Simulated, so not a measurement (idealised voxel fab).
Process module, titled voxel transistor to metal
cross-section cut | 150 nm wide | cells 5 nm
Cross-sections here: square-cell grids, written as top-down lists of bands, a band being one or more rows of cells.
Per band: top height and bottom height in nm, followed by the left-to-right materials and their widths in nm; "edge to edge" marks a single material spanning edge to edge, "empty" marks empty space.
For the purposes of this specification, 0 denotes the height below which the wafer in its as-received condition is composed wholly of one material, and the lowermost band, lacking a lower limit, extends downward without end, as expressed in "0..down".
The notation "30..40" denotes a width that varies across the rows of cells in the band, beginning at the first number in the top row, finishing at the second number in the bottom row, and changing by an identical amount from each row to the next.
Reading "identical to before" for a step: not a cell of the cross-section changed in it.
The entry titled "Catalogued sealed voids" provides the empty spaces that have no open way to the top, restricted to those of 8 cells or more. Each is presented as width x height at distance, the distance being measured from the left edge, with all three in nm.
It should be noted that, on the line of a given step, the content following the step's settings is a remark produced by the simulator itself with respect to that step.
overlay nm: step with mask; distance mask lay right of planned place; negative value = left of planned place.

## These are the steps we planned for the process
1) op RECEIVE | material Si
2) op OXIDIZE | depth nm 5
3) op CONFORMAL_DEP | material SiN | thk nm 15
4) op MASKED_ETCH | tone cover | mask id ACTIVE | width nm 105 | etch materials SiN | depth nm 15 | overlay nm 0
5) op MASKED_ETCH | tone cover | mask id ACTIVE | width nm 105 | etch materials SiO2 | depth nm 5 | overlay nm 0
6) op MASKED_ETCH | tone cover | mask id ACTIVE | width nm 105 | etch materials Si | depth nm 35 | overlay nm 0
7) op OXIDIZE | depth nm 5
8) op FILL_DEP | material SiO2 | thk nm 5
9) op CMP | height nm 15
10) op SELECTIVE_ETCH | etch materials SiO2 | depth nm 10
11) op STRIP | etch materials SiN
12) op SELECTIVE_ETCH | etch materials SiO2 | depth nm 5
13) op OXIDIZE | depth nm 5
14) op DIRECTIONAL_DEP | material polySi | thk nm 20
15) op DIRECTIONAL_DEP | material SiCN | thk nm 10
16) op MASKED_ETCH | tone cover | mask id GATE | width nm 25 | etch materials SiCN | depth nm 20 | overlay nm 0
17) op MASKED_ETCH | tone cover | mask id GATE | width nm 25 | etch materials polySi | depth nm 30 | overlay nm 0
18) op CONFORMAL_DEP | material SiN | thk nm 10
19) op DIRECTIONAL_ETCH | etch materials SiN | depth nm 10
20) op DIRECTIONAL_ETCH | etch materials SiO2 | depth nm 5
21) op DIRECTIONAL_ETCH | etch materials Si | depth nm 15
22) op EPI | material nSi | thk nm 15
23) op FILL_DEP | material SiO2 | thk nm 10
24) op CMP | height nm 25
25) op DIRECTIONAL_DEP | material SiO2 | thk nm 15
26) op PATTERN | tone open | mask id CONTACT | material resist | width nm 15 | pitch nm 80 | thk nm 15 | overlay nm 0
27) op DIRECTIONAL_ETCH | etch materials SiO2 | depth nm 50
28) op STRIP | etch materials resist
29) op CONFORMAL_DEP | material TiN | thk nm 5
30) op FILL_DEP | material W | thk nm 10
31) op CMP | height nm 40
32) op CONFORMAL_DEP | material SiN | thk nm 5
33) op DIRECTIONAL_DEP | material lowk | thk nm 25
34) op DIRECTIONAL_DEP | material aC | thk nm 10
35) op PATTERN | tone open | mask id METAL_1 | material resist | width nm 15 | pitch nm 80 | thk nm 25 | overlay nm 0
36) op DIRECTIONAL_ETCH | etch materials aC | depth nm 10
37) op STRIP | etch materials resist
38) op DIRECTIONAL_ETCH | etch materials lowk | depth nm 25
39) op DIRECTIONAL_ETCH | etch materials SiN | depth nm 5
40) op STRIP | etch materials aC
41) op CONFORMAL_DEP | material TiN | thk nm 5
42) op FILL_DEP | material Cu | thk nm 5
43) op CMP | height nm 70
44) op CONFORMAL_DEP | material SiN | thk nm 5

## This is the cross-section of the wafer as we received it, i.e. after step 1
> 0..down  Si edge to edge
> Catalogued sealed voids: none

## End state of the module in cross-section, given the above starting point and plan and one mistake in execution
> 75..70  SiN edge to edge
> 70..45  lowk 25 nm / TiN 5 nm / Cu 5 nm / TiN 5 nm / lowk 65 nm / TiN 5 nm / Cu 5 nm / TiN 5 nm / lowk 30 nm
> 45..40  SiN 25 nm / TiN 15 nm / SiN 65 nm / TiN 15 nm / SiN 30 nm
> 40..25  SiO2 25 nm / TiN 5 nm / W 5 nm / TiN 5 nm / SiO2 65 nm / TiN 5 nm / W 5 nm / TiN 5 nm / SiO2 30 nm
> 25..15  SiO2 25 nm / TiN 5 nm / W 5 nm / TiN 5 nm / SiO2 10 nm / SiN 10 nm / SiCN 25 nm / SiN 10 nm / SiO2 10 nm / TiN 5 nm / W 5 nm / TiN 5 nm / SiO2 30 nm
> 15..10  SiO2 25 nm / TiN 5 nm / W 5 nm / TiN 5 nm / SiO2 10 nm / SiN 10 nm / polySi 25 nm / SiN 10 nm / SiO2 10 nm / TiN 5 nm / W 5 nm / TiN 5 nm / SiO2 30 nm
> 10..5  SiO2 25 nm / TiN 15 nm / SiO2 10 nm / SiN 10 nm / polySi 25 nm / SiN 10 nm / SiO2 10 nm / TiN 15 nm / SiO2 30 nm
> 5..0  SiO2 25 nm / TiN 10 nm / nSi 15 nm / SiN 10 nm / polySi 25 nm / SiN 10 nm / nSi 15 nm / TiN 10 nm / SiO2 30 nm
> 0..-5  SiO2 5 nm / SiN 10 nm / SiO2 10 nm / TiN 10 nm / nSi 15 nm / SiN 10 nm / polySi 25 nm / SiN 10 nm / nSi 15 nm / TiN 10 nm / SiO2 10 nm / SiN 10 nm / SiO2 10 nm
> -5..-10  SiO2 5 nm / SiN 20 nm / nSi 25 nm / SiO2 45 nm / nSi 25 nm / SiN 20 nm / SiO2 10 nm
> -10..-15  SiO2 5 nm / SiN 20 nm / SiO2 5 nm / nSi 20 nm / Si 45 nm / nSi 20 nm / SiO2 5 nm / SiN 20 nm / SiO2 10 nm
> -15..-20  SiO2 30 nm / nSi 20 nm / Si 45 nm / nSi 20 nm / SiO2 35 nm
> -20..-25  SiO2 25 nm / Si 5 nm / nSi 20 nm / Si 45 nm / nSi 20 nm / Si 5 nm / SiO2 30 nm
> -25..-45  SiO2 25 nm / Si 95 nm / SiO2 30 nm
> -45..down  Si edge to edge
> Catalogued sealed voids: none
Short version of what went wrong: swap of plan steps 10 and 11 during execution
